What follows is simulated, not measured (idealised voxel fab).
The process module presented herein is designated voxel self aligned contacts.
We display cut, a cross-section 210 nm in width whose square cells are each 5 nm.
A cross-section is written here as square cells arranged in a grid, and it is given in bands from the top down, each band taking up one or more rows of cells.
It is stipulated that each band's entry specify, in nanometres, the height of the top of the band and then that of its bottom, followed by the materials of the band in left-to-right sequence, each together with its width in nanometres. A single material marked by the word "full width" is understood to fill the band from edge to edge; the word "blank" is understood to denote empty space.
All heights in this document are referenced to 0, defined as the level beneath which the wafer, as received, consists entirely of one material. The lowest band is not bounded below; it extends indefinitely downward and is written in the form "0 nm and below".
You'd read "30..40" like this: the band's top row of cells is as wide as the first number, its bottom row is as wide as the second, and going down, every row changes width by the same amount as the row before did.
"nothing altered" for a step: no cell of the cross-section changed in that step.
The list in "Trapped cavities" covers empty spaces of 8 cells or more that cannot reach the top through any open way, and it gives each as width x height at distance; the distance is from the left edge, and width, height and distance are in nm.
Where a step's line continues beyond its settings, the continuation is a remark by the simulator itself on that step.
Each step line may optionally specify "overlay nm", which for a step with a mask gives the rightward distance between the mask's planned place and where it lay, a negative value indicating the leftward direction.
## Planned process steps
1. RECEIVE with material Si
2. CONFORMAL_DEP with material SiO2, thk nm 5
3. DIRECTIONAL_DEP with material polySi, thk nm 30
4. DIRECTIONAL_DEP with material SiN, thk nm 20
5. PATTERN with tone cover, mask id GATE, material resist, width nm 25, pitch nm 50, thk nm 15, overlay nm 0
6. DIRECTIONAL_ETCH with etch materials SiN, depth nm 20
7. DIRECTIONAL_ETCH with etch materials polySi, depth nm 30
8. STRIP with etch materials resist
9. CONFORMAL_DEP with material SiN, thk nm 5
10. DIRECTIONAL_ETCH with etch materials SiN, depth nm 5
11. FILL_DEP with material SiO2, thk nm 10
12. CMP with height nm 60
13. PATTERN with tone open, mask id CONTACT, material resist, width nm 35, thk nm 15, overlay nm 0
14. DIRECTIONAL_ETCH with etch materials SiO2, depth nm 60
15. STRIP with etch materials resist
16. CONFORMAL_DEP with material TiN, thk nm 5
17. FILL_DEP with material Ru, thk nm 5
18. CMP with height nm 60
19. CONFORMAL_DEP with material SiN, thk nm 5
## First of two wafers - as planned
## So this is the incoming wafer in cross-section - it's already been through step 1
- 0 nm and below | Si full width
- Trapped cavities: none
## Upon completion of step 2, the wafer appears in cross-section as shown
- 5 nm to 0 nm | SiO2 full width
- All layers under 0 are left as they were.
## Upon completion of step 3, the wafer appears in cross-section as shown
- 35 nm to 5 nm | polySi full width
- All layers under 5 are left as they were.
## Upon completion of step 4, the wafer appears in cross-section as shown
- 55 nm to 35 nm | SiN full width
- All layers under 35 are left as they were.
## Upon completion of step 5, the wafer appears in cross-section as shown
- 70 nm to 55 nm | 65 blank | 25 resist | 25 blank | 25 resist | 70 blank
- All layers under 55 are left as they were.
## Upon completion of step 6, the wafer appears in cross-section as shown
- 70 nm to 55 nm | 65 blank | 25 resist | 25 blank | 25 resist | 70 blank
- 55 nm to 35 nm | 65 blank | 25 SiN | 25 blank | 25 SiN | 70 blank
- All layers under 35 are left as they were.
## Upon completion of step 7, the wafer appears in cross-section as shown
- 70 nm to 55 nm | 65 blank | 25 resist | 25 blank | 25 resist | 70 blank
- 55 nm to 35 nm | 65 blank | 25 SiN | 25 blank | 25 SiN | 70 blank
- 35 nm to 5 nm | 65 blank | 25 polySi | 25 blank | 25 polySi | 70 blank
- All layers under 5 are left as they were.
## Upon completion of step 8, the wafer appears in cross-section as shown
- 55 nm to 35 nm | 65 blank | 25 SiN | 25 blank | 25 SiN | 70 blank
- All layers under 35 are left as they were.
## Upon completion of step 9, the wafer appears in cross-section as shown
- 60 nm to 35 nm | 60 blank | 35 SiN | 15 blank | 35 SiN | 65 blank
- 35 nm to 10 nm | 60 blank | 5 SiN | 25 polySi | 5 SiN | 15 blank | 5 SiN | 25 polySi | 5 SiN | 65 blank
- 10 nm to 5 nm | 65 SiN | 25 polySi | 25 SiN | 25 polySi | 70 SiN
- All layers under 5 are left as they were.
## Upon completion of step 10, the wafer appears in cross-section as shown
- 55 nm to 35 nm | 60 blank | 35 SiN | 15 blank | 35 SiN | 65 blank
- 35 nm to 5 nm | 60 blank | 5 SiN | 25 polySi | 5 SiN | 15 blank | 5 SiN | 25 polySi | 5 SiN | 65 blank
- All layers under 5 are left as they were.
## Upon completion of step 11, the wafer appears in cross-section as shown
- 65 nm to 55 nm | SiO2 full width
- 55 nm to 35 nm | 60 SiO2 | 35 SiN | 15 SiO2 | 35 SiN | 65 SiO2
- 35 nm to 5 nm | 60 SiO2 | 5 SiN | 25 polySi | 5 SiN | 15 SiO2 | 5 SiN | 25 polySi | 5 SiN | 65 SiO2
- All layers under 5 are left as they were.
## Upon completion of step 12, the wafer appears in cross-section as shown
- 60 nm to 55 nm | SiO2 full width
- All layers under 55 are left as they were.
## Upon completion of step 13, the wafer appears in cross-section as shown
- 75 nm to 60 nm | 85 resist | 35 blank | 90 resist
- All layers under 60 are left as they were.
## Upon completion of step 14, the wafer appears in cross-section as shown
- 75 nm to 60 nm | 85 resist | 35 blank | 90 resist
- 60 nm to 55 nm | 85 SiO2 | 35 blank | 90 SiO2
- 55 nm to 35 nm | 60 SiO2 | 35 SiN | 15 blank | 35 SiN | 65 SiO2
- 35 nm to 5 nm | 60 SiO2 | 5 SiN | 25 polySi | 5 SiN | 15 blank | 5 SiN | 25 polySi | 5 SiN | 65 SiO2
- 5 nm to 0 nm | 95 SiO2 | 15 blank | 100 SiO2
- All layers under 0 are left as they were.
## Upon completion of step 15, the wafer appears in cross-section as shown
- 60 nm to 55 nm | 85 SiO2 | 35 blank | 90 SiO2
- All layers under 55 are left as they were.
## Upon completion of step 16, the wafer appears in cross-section as shown
- 65 nm to 60 nm | 90 TiN | 25 blank | 95 TiN
- 60 nm to 55 nm | 85 SiO2 | 15 TiN | 5 blank | 15 TiN | 90 SiO2
- 55 nm to 35 nm | 60 SiO2 | 35 SiN | 5 TiN | 5 blank | 5 TiN | 35 SiN | 65 SiO2
- 35 nm to 5 nm | 60 SiO2 | 5 SiN | 25 polySi | 5 SiN | 5 TiN | 5 blank | 5 TiN | 5 SiN | 25 polySi | 5 SiN | 65 SiO2
- 5 nm to 0 nm | 95 SiO2 | 15 TiN | 100 SiO2
- All layers under 0 are left as they were.
## Upon completion of step 17, the wafer appears in cross-section as shown
- 70 nm to 65 nm | Ru full width
- 65 nm to 60 nm | 90 TiN | 25 Ru | 95 TiN
- 60 nm to 55 nm | 85 SiO2 | 15 TiN | 5 Ru | 15 TiN | 90 SiO2
- 55 nm to 35 nm | 60 SiO2 | 35 SiN | 5 TiN | 5 Ru | 5 TiN | 35 SiN | 65 SiO2
- 35 nm to 5 nm | 60 SiO2 | 5 SiN | 25 polySi | 5 SiN | 5 TiN | 5 Ru | 5 TiN | 5 SiN | 25 polySi | 5 SiN | 65 SiO2
- All layers under 5 are left as they were.
## Upon completion of step 18, the wafer appears in cross-section as shown
- 60 nm to 55 nm | 85 SiO2 | 15 TiN | 5 Ru | 15 TiN | 90 SiO2
- All layers under 55 are left as they were.
## Upon completion of step 19, the wafer appears in cross-section as shown
- 65 nm to 60 nm | SiN full width
- All layers under 60 are left as they were.
## Wafer two. Same start, same plan, one slip in execution. Same as wafer one through step 8, inclusive
X-section, second wafer, when step 9 was due to finish: nothing altered
## X-section, second wafer, when step 10 was due to finish
- 50 nm to 35 nm | 65 blank | 25 SiN | 25 blank | 25 SiN | 70 blank
- All layers under 35 are left as they were.
## X-section, second wafer, when step 11 was due to finish
- 60 nm to 50 nm | SiO2 full width
- 50 nm to 35 nm | 65 SiO2 | 25 SiN | 25 SiO2 | 25 SiN | 70 SiO2
- 35 nm to 5 nm | 65 SiO2 | 25 polySi | 25 SiO2 | 25 polySi | 70 SiO2
- All layers under 5 are left as they were.
X-section, second wafer, when step 12 was due to finish: nothing altered
## X-section, second wafer, when step 13 was due to finish
- 75 nm to 60 nm | 85 resist | 35 blank | 90 resist
- All layers under 60 are left as they were.
## X-section, second wafer, when step 14 was due to finish
- 75 nm to 60 nm | 85 resist | 35 blank | 90 resist
- 60 nm to 50 nm | 85 SiO2 | 35 blank | 90 SiO2
- 50 nm to 35 nm | 65 SiO2 | 25 SiN | 25 blank | 25 SiN | 70 SiO2
- 35 nm to 5 nm | 65 SiO2 | 25 polySi | 25 blank | 25 polySi | 70 SiO2
- 5 nm to 0 nm | 90 SiO2 | 25 blank | 95 SiO2
- All layers under 0 are left as they were.
## X-section, second wafer, when step 15 was due to finish
- 60 nm to 50 nm | 85 SiO2 | 35 blank | 90 SiO2
- All layers under 50 are left as they were.
## X-section, second wafer, when step 16 was due to finish
- 65 nm to 60 nm | 90 TiN | 25 blank | 95 TiN
- 60 nm to 50 nm | 85 SiO2 | 5..10 TiN | 25..15 blank | 5..10 TiN | 90 SiO2
- 50 nm to 35 nm | 65 SiO2 | 25 SiN | 5 TiN | 15 blank | 5 TiN | 25 SiN | 70 SiO2
- 35 nm to 5 nm | 65 SiO2 | 25 polySi | 5 TiN | 15 blank | 5 TiN | 25 polySi | 70 SiO2
- 5 nm to 0 nm | 90 SiO2 | 25 TiN | 95 SiO2
- All layers under 0 are left as they were.
## X-section, second wafer, when step 17 was due to finish
- 70 nm to 65 nm | Ru full width
- 65 nm to 60 nm | 90 TiN | 25 Ru | 95 TiN
- 60 nm to 50 nm | 85 SiO2 | 5..10 TiN | 25..15 Ru | 5..10 TiN | 90 SiO2
- 50 nm to 35 nm | 65 SiO2 | 25 SiN | 5 TiN | 15 Ru | 5 TiN | 25 SiN | 70 SiO2
- 35 nm to 5 nm | 65 SiO2 | 25 polySi | 5 TiN | 15 Ru | 5 TiN | 25 polySi | 70 SiO2
- All layers under 5 are left as they were.
## X-section, second wafer, when step 18 was due to finish
- 60 nm to 50 nm | 85 SiO2 | 5..10 TiN | 25..15 Ru | 5..10 TiN | 90 SiO2
- All layers under 50 are left as they were.
## X-section, second wafer, when step 19 was due to finish
- 65 nm to 60 nm | SiN full width
- All layers under 60 are left as they were.
Against the plan, the run slipped here: step 9 was left out
Count the cells at the end and the second wafer has more or fewer of some materials than the first: Ru +24; SiN -50; SiO2 +26
